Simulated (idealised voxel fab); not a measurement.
Process module heading - voxel air gaps
The cross-section shown here is cut; it is 190 nm wide and divided into square cells measuring 5 nm on a side.
A cross-section is a grid of square cells, given in bands from the top down. A band is one or more rows of cells. Basically the band line says how high the top is and how high the bottom is, in nm, and then what's in it from left to right, every material with its width in nm. Empty space shows up as "blank", and if a single material carries "throughout" it runs the full band edge to edge. Zero point of the height axis is 0; under it, received wafer = one material. Lowest band: continues down indefinitely, "0..down". Think of "30 to 40" as a width that walks from the first number to the second as you go down the band, top row to bottom row, taking equal-sized steps from row to row. Reading "no change" for a step: not a cell of the cross-section changed in it. Reported under the label "Sealed-off cavities" are the empty spaces having no open way to the top and comprising 8 cells or more; the notation for each is width x height at distance, in which the distance is measured from the left edge and all three values are in nm. Anything after a step's settings on that line? It's the simulator's own note about the step. A step's line can hold "overlay nm"; with a mask on that step, the setting says how far right of the planned place the mask lay, while a negative setting says it lay to the left.

**Planned step list for the process**
1,RECEIVE with material Si
2,CONFORMAL_DEP with material SiO2, thk nm 15
3,CONFORMAL_DEP with material SiCN, thk nm 5
4,DIRECTIONAL_DEP with material lowk, thk nm 35
5,DIRECTIONAL_DEP with material aC, thk nm 15
6,PATTERN with tone open, mask id LINES, material resist, width nm 15, pitch nm 45, thk nm 30, overlay nm 0
7,DIRECTIONAL_ETCH with etch materials aC, depth nm 15
8,STRIP with etch materials resist
9,DIRECTIONAL_ETCH with etch materials lowk, depth nm 35
10,STRIP with etch materials aC
11,CONFORMAL_DEP with material TiN, thk nm 5
12,FILL_DEP with material Cu, thk nm 10
13,CMP with height nm 55
14,EPI with material Ru, thk nm 10
15,SELECTIVE_ETCH with etch materials lowk, depth nm 45
16,CONFORMAL_DEP with material SiCN, thk nm 5

**Account of the first of two wafers, which was processed as intended**

**Here's what the wafer looked like in cross-section when it arrived - that's after step 1**
    0..down  Si throughout
    Sealed-off cavities: none

**Cross-section of the wafer after step 2**
    15..0  SiO2 throughout
    Nothing below the height 0 has changed.

**Cross-section of the wafer after step 3**
    20..15  SiCN throughout
    Nothing below the height 15 has changed.

**Cross-section of the wafer after step 4**
    55..20  lowk throughout
    Nothing below the height 20 has changed.

**Cross-section of the wafer after step 5**
    70..55  aC throughout
    Nothing below the height 55 has changed.

**Cross-section of the wafer after step 6**
    100..70  40 of resist, 15 of blank, 30 of resist, 15 of blank, 30 of resist, 15 of blank, 45 of resist
    Nothing below the height 70 has changed.

**Cross-section of the wafer after step 7**
    85..70  40 of resist, 15 of blank, 30 of resist, 15 of blank, 30 of resist, 15 of blank, 45 of resist
    70..55  40 of aC, 15 of blank, 30 of aC, 15 of blank, 30 of aC, 15 of blank, 45 of aC
    Nothing below the height 55 has changed.

**Cross-section of the wafer after step 8**
    70..55  40 of aC, 15 of blank, 30 of aC, 15 of blank, 30 of aC, 15 of blank, 45 of aC
    Nothing below the height 55 has changed.

**Cross-section of the wafer after step 9**
    70..55  40 of aC, 15 of blank, 30 of aC, 15 of blank, 30 of aC, 15 of blank, 45 of aC
    55..20  40 of lowk, 15 of blank, 30 of lowk, 15 of blank, 30 of lowk, 15 of blank, 45 of lowk
    Nothing below the height 20 has changed.

**Cross-section of the wafer after step 10**
    55..20  40 of lowk, 15 of blank, 30 of lowk, 15 of blank, 30 of lowk, 15 of blank, 45 of lowk
    Nothing below the height 20 has changed.

**Cross-section of the wafer after step 11**
    60..55  45 of TiN, 5 of blank, 40 of TiN, 5 of blank, 40 of TiN, 5 of blank, 50 of TiN
    55..25  40 of lowk, 5 of TiN, 5 of blank, 5 of TiN, 30 of lowk, 5 of TiN, 5 of blank, 5 of TiN, 30 of lowk, 5 of TiN, 5 of blank, 5 of TiN, 45 of lowk
    25..20  40 of lowk, 15 of TiN, 30 of lowk, 15 of TiN, 30 of lowk, 15 of TiN, 45 of lowk
    Nothing below the height 20 has changed.

**Cross-section of the wafer after step 12**
    70..60  Cu throughout
    60..55  45 of TiN, 5 of Cu, 40 of TiN, 5 of Cu, 40 of TiN, 5 of Cu, 50 of TiN
    55..25  40 of lowk, 5 of TiN, 5 of Cu, 5 of TiN, 30 of lowk, 5 of TiN, 5 of Cu, 5 of TiN, 30 of lowk, 5 of TiN, 5 of Cu, 5 of TiN, 45 of lowk
    Nothing below the height 25 has changed.

**Cross-section of the wafer after step 13**
    55..25  40 of lowk, 5 of TiN, 5 of Cu, 5 of TiN, 30 of lowk, 5 of TiN, 5 of Cu, 5 of TiN, 30 of lowk, 5 of TiN, 5 of Cu, 5 of TiN, 45 of lowk
    Nothing below the height 25 has changed.

**Cross-section of the wafer after step 14**
    65..55  30 of blank, 35 of Ru, 10 of blank, 35 of Ru, 10 of blank, 35 of Ru, 35 of blank
    Nothing below the height 55 has changed.

**Cross-section of the wafer after step 15**
    65..55  30 of blank, 35 of Ru, 10 of blank, 35 of Ru, 10 of blank, 35 of Ru, 35 of blank
    55..25  40 of blank, 5 of TiN, 5 of Cu, 5 of TiN, 30 of blank, 5 of TiN, 5 of Cu, 5 of TiN, 30 of blank, 5 of TiN, 5 of Cu, 5 of TiN, 45 of blank
    25..20  40 of blank, 15 of TiN, 30 of blank, 15 of TiN, 30 of blank, 15 of TiN, 45 of blank
    Nothing below the height 20 has changed.

**Cross-section of the wafer after step 16**
    70..65  25 of blank, 135 of SiCN, 30 of blank
    65..55  25 of blank, 5 of SiCN, 35 of Ru, 10 of SiCN, 35 of Ru, 10 of SiCN, 35 of Ru, 5 of SiCN, 30 of blank
    55..50  25 of blank, 15 of SiCN, 5 of TiN, 5 of Cu, 5 of TiN, 30 of SiCN, 5 of TiN, 5 of Cu, 5 of TiN, 30 of SiCN, 5 of TiN, 5 of Cu, 5 of TiN, 15 of SiCN, 30 of blank
    50..25  35 of blank, 5 of SiCN, 5 of TiN, 5 of Cu, 5 of TiN, 5 of SiCN, 20 of blank, 5 of SiCN, 5 of TiN, 5 of Cu, 5 of TiN, 5 of SiCN, 20 of blank, 5 of SiCN, 5 of TiN, 5 of Cu, 5 of TiN, 5 of SiCN, 40 of blank
    25..20  40 of SiCN, 15 of TiN, 30 of SiCN, 15 of TiN, 30 of SiCN, 15 of TiN, 45 of SiCN
    Nothing below the height 20 has changed.
    Sealed-off cavities: 20 x 25 at 60; 20 x 25 at 105

**The second wafer: identical to the first at the outset and in its planned sequence, differing only in that one mistake was made during processing; up to and including step 1, its path is the first wafer's path**

Cross-section of the second wafer when, according to plan, step 2 should have finished: no change

**Cross-section of the second wafer when, according to plan, step 3 should have finished**
    5..0  SiCN throughout
    Nothing below the height 0 has changed.

**Cross-section of the second wafer when, according to plan, step 4 should have finished**
    40..5  lowk throughout
    Nothing below the height 5 has changed.

**Cross-section of the second wafer when, according to plan, step 5 should have finished**
    55..40  aC throughout
    Nothing below the height 40 has changed.

**Cross-section of the second wafer when, according to plan, step 6 should have finished**
    85..55  40 of resist, 15 of blank, 30 of resist, 15 of blank, 30 of resist, 15 of blank, 45 of resist
    Nothing below the height 55 has changed.

**Cross-section of the second wafer when, according to plan, step 7 should have finished**
    70..55  40 of resist, 15 of blank, 30 of resist, 15 of blank, 30 of resist, 15 of blank, 45 of resist
    55..40  40 of aC, 15 of blank, 30 of aC, 15 of blank, 30 of aC, 15 of blank, 45 of aC
    Nothing below the height 40 has changed.

**Cross-section of the second wafer when, according to plan, step 8 should have finished**
    55..40  40 of aC, 15 of blank, 30 of aC, 15 of blank, 30 of aC, 15 of blank, 45 of aC
    Nothing below the height 40 has changed.

**Cross-section of the second wafer when, according to plan, step 9 should have finished**
    55..40  40 of aC, 15 of blank, 30 of aC, 15 of blank, 30 of aC, 15 of blank, 45 of aC
    40..5  40 of lowk, 15 of blank, 30 of lowk, 15 of blank, 30 of lowk, 15 of blank, 45 of lowk
    Nothing below the height 5 has changed.

**Cross-section of the second wafer when, according to plan, step 10 should have finished**
    40..5  40 of lowk, 15 of blank, 30 of lowk, 15 of blank, 30 of lowk, 15 of blank, 45 of lowk
    Nothing below the height 5 has changed.

**Cross-section of the second wafer when, according to plan, step 11 should have finished**
    45..40  45 of TiN, 5 of blank, 40 of TiN, 5 of blank, 40 of TiN, 5 of blank, 50 of TiN
    40..10  40 of lowk, 5 of TiN, 5 of blank, 5 of TiN, 30 of lowk, 5 of TiN, 5 of blank, 5 of TiN, 30 of lowk, 5 of TiN, 5 of blank, 5 of TiN, 45 of lowk
    10..5  40 of lowk, 15 of TiN, 30 of lowk, 15 of TiN, 30 of lowk, 15 of TiN, 45 of lowk
    Nothing below the height 5 has changed.

**Cross-section of the second wafer when, according to plan, step 12 should have finished**
    55..45  Cu throughout
    45..40  45 of TiN, 5 of Cu, 40 of TiN, 5 of Cu, 40 of TiN, 5 of Cu, 50 of TiN
    40..10  40 of lowk, 5 of TiN, 5 of Cu, 5 of TiN, 30 of lowk, 5 of TiN, 5 of Cu, 5 of TiN, 30 of lowk, 5 of TiN, 5 of Cu, 5 of TiN, 45 of lowk
    Nothing below the height 10 has changed.

Cross-section of the second wafer when, according to plan, step 13 should have finished: no change

**Cross-section of the second wafer when, according to plan, step 14 should have finished**
    65..55  Ru throughout
    Nothing below the height 55 has changed.

Cross-section of the second wafer when, according to plan, step 15 should have finished: no change

**Cross-section of the second wafer when, according to plan, step 16 should have finished**
    70..65  SiCN throughout
    Nothing below the height 65 has changed.
What went wrong in running the wafer? step 2 in the plan did not get run; it was skipped
The second wafer ends with more or fewer cells of some materials than the first, per final count: Cu +79, Ru +34, SiCN -78, SiO2 -114, TiN +35, lowk +203
By the end, 2 closed voids are present in the first wafer and 0 in the second.
